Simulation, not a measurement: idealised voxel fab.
Process module name: voxel capacitor over wiring
It is cross-section cut that appears here, measuring 175 nm in width, its square cells being 5 nm in size.
Square cells in a grid make up a cross-section in this document, and the grid is given as bands, listed from the top down, each one or more rows of cells. Each band's line starts with the height of the band's top and of its bottom, in nm. Then come its materials from left to right, each with its width in nm. One material with "edge to edge" fills the band from edge to edge. "air" is empty space. We count height from 0. Below that, the starting wafer is all one material. The lowest band never ends at the bottom but goes on down; see "top 0, no bottom" for how that is written. It should be noted that a width expressed as "30 to 40" varies in equal increments from row to row of cells within the band, taking the value of the first number at the top row and that of the second number at the bottom row. The cross-section has no changed cell in any step marked "remained the same". Empty spaces counting at least 8 cells and having no open way to the top are listed in "Voids lacking openings". The notation width x height at distance is used for each, the distance being from the left edge and all three values in nm. after a step's settings: what the simulator itself notes on the step. overlay nm: where the mask lay relative to plan, measured to the right, on steps with a mask; negatives go left.
[Here's what the planned process steps look like]
| 1 | RECEIVE (material Si) |
| 2 | CONFORMAL_DEP (material SiO2; thk nm 10) |
| 3 | DIRECTIONAL_DEP (material TiN; thk nm 5) |
| 4 | DIRECTIONAL_DEP (material Ru; thk nm 20) |
| 5 | DIRECTIONAL_DEP (material aC; thk nm 15) |
| 6 | PATTERN (tone cover; mask id METAL_1; material resist; width nm 25; pitch nm 75; thk nm 30; overlay nm 0) |
| 7 | DIRECTIONAL_ETCH (etch materials aC; depth nm 15) |
| 8 | STRIP (etch materials resist) |
| 9 | DIRECTIONAL_ETCH (etch materials Ru; depth nm 20) |
| 10 | DIRECTIONAL_ETCH (etch materials TiN; depth nm 5) |
| 11 | STRIP (etch materials aC) |
| 12 | FILL_DEP (material lowk; thk nm 10) |
| 13 | CMP (height nm 35) |
| 14 | CONFORMAL_DEP (material SiCN; thk nm 5) |
| 15 | DIRECTIONAL_DEP (material SiO2; thk nm 20) |
| 16 | DIRECTIONAL_DEP (material aC; thk nm 10) |
| 17 | PATTERN (tone open; mask id PLUG_1; material resist; width nm 15; thk nm 25; overlay nm 0) |
| 18 | DIRECTIONAL_ETCH (etch materials aC; depth nm 10) |
| 19 | STRIP (etch materials resist) |
| 20 | DIRECTIONAL_ETCH (etch materials SiO2; depth nm 20) |
| 21 | DIRECTIONAL_ETCH (etch materials SiCN; depth nm 5) |
| 22 | STRIP (etch materials aC) |
| 23 | EPI (material Ru; thk nm 10) |
| 24 | EPI (material Ru; thk nm 10) |
| 25 | EPI (material Ru; thk nm 5) |
| 26 | DIRECTIONAL_DEP (material TiN; thk nm 10) |
| 27 | DIRECTIONAL_DEP (material SiN; thk nm 5) |
| 28 | DIRECTIONAL_DEP (material TiN; thk nm 5) |
| 29 | PATTERN (tone cover; mask id UPPER_PLATE; material resist; width nm 55; thk nm 15; overlay nm 0) |
| 30 | DIRECTIONAL_ETCH (etch materials TiN; depth nm 5) |
| 31 | DIRECTIONAL_ETCH (etch materials SiN; depth nm 5) |
| 32 | STRIP (etch materials resist) |
| 33 | MASKED_ETCH (tone cover; mask id LOWER_PLATE; width nm 65; etch materials TiN; depth nm 10; overlay nm 0) |
| 34 | FILL_DEP (material SiO2; thk nm 20) |
| 35 | CMP (height nm 95) |
| 36 | DIRECTIONAL_DEP (material aC; thk nm 10) |
| 37 | PATTERN (tone open; mask id PLUG_2; material resist; width nm 15; thk nm 30; overlay nm 0) |
| 38 | DIRECTIONAL_ETCH (etch materials aC; depth nm 10) |
| 39 | STRIP (etch materials resist) |
| 40 | DIRECTIONAL_ETCH (etch materials SiO2; depth nm 15) |
| 41 | STRIP (etch materials aC) |
| 42 | CONFORMAL_DEP (material TiN; thk nm 5) |
| 43 | FILL_DEP (material Cu; thk nm 5) |
| 44 | CMP (height nm 95) |
| 45 | CONFORMAL_DEP (material SiN; thk nm 5) |
[as received, after step 1]
top 0, no bottom: Si edge to edge
Voids lacking openings: none
[The first of the two wafers as seen in cross-section once the module was finished; processing followed the plan]
top 100, bottom 95: SiN edge to edge
top 95, bottom 85: SiO2=55 | TiN=5 | Cu=5 | TiN=5 | SiO2=105
top 85, bottom 75: SiO2=55 to 45 | TiN=15 to 55 | SiO2=105 to 75
top 75, bottom 70: SiO2=45 | SiN=55 | SiO2=75
top 70, bottom 60: SiO2=40 | TiN=65 | SiO2=70
top 60, bottom 40: SiO2=45 | Ru=15 | SiO2=115
top 40, bottom 35: SiCN=45 | Ru=15 | SiCN=115
top 35, bottom 15: lowk=35 | Ru=25 | lowk=50 | Ru=25 | lowk=40
top 15, bottom 10: lowk=35 | TiN=25 | lowk=50 | TiN=25 | lowk=40
top 10, bottom 0: SiO2 edge to edge
top 0, no bottom: Si edge to edge
Voids lacking openings: none
[Here's the second of our two wafers sectioned at module end. Same start as the first, same plan, but one mistake got made running it]
top 100, bottom 95: SiN edge to edge
top 95, bottom 85: SiO2=55 | TiN=5 | Cu=5 | TiN=5 | SiO2=105
top 85, bottom 75: SiO2=55 to 45 | TiN=15 to 55 | SiO2=105 to 75
top 75, bottom 70: SiO2=45 | SiN=55 | SiO2=75
top 70, bottom 60: SiO2=40 | TiN=65 | SiO2=70
top 60, bottom 40: SiO2=45 | Ru=15 | SiO2=115
top 40, bottom 35: SiCN=45 | Ru=15 | SiCN=115
top 35, bottom 15: lowk=35 | Ru=30 | lowk=45 | Ru=30 | lowk=35
top 15, bottom 10: lowk=35 | TiN=30 | lowk=45 | TiN=30 | lowk=35
top 10, bottom 0: SiO2 edge to edge
top 0, no bottom: Si edge to edge
Voids lacking openings: none
Plan not followed: step 6 went in with a setting other than planned; the actual run was PATTERN (tone cover; mask id METAL_1; material resist; width nm 30; pitch nm 75; thk nm 30; overlay nm 0)
It is noted that, at the conclusion of processing, the second wafer exhibits a higher or lower cell count for certain materials relative to the first: Ru: 8 more; TiN: 2 more; lowk: 10 fewer
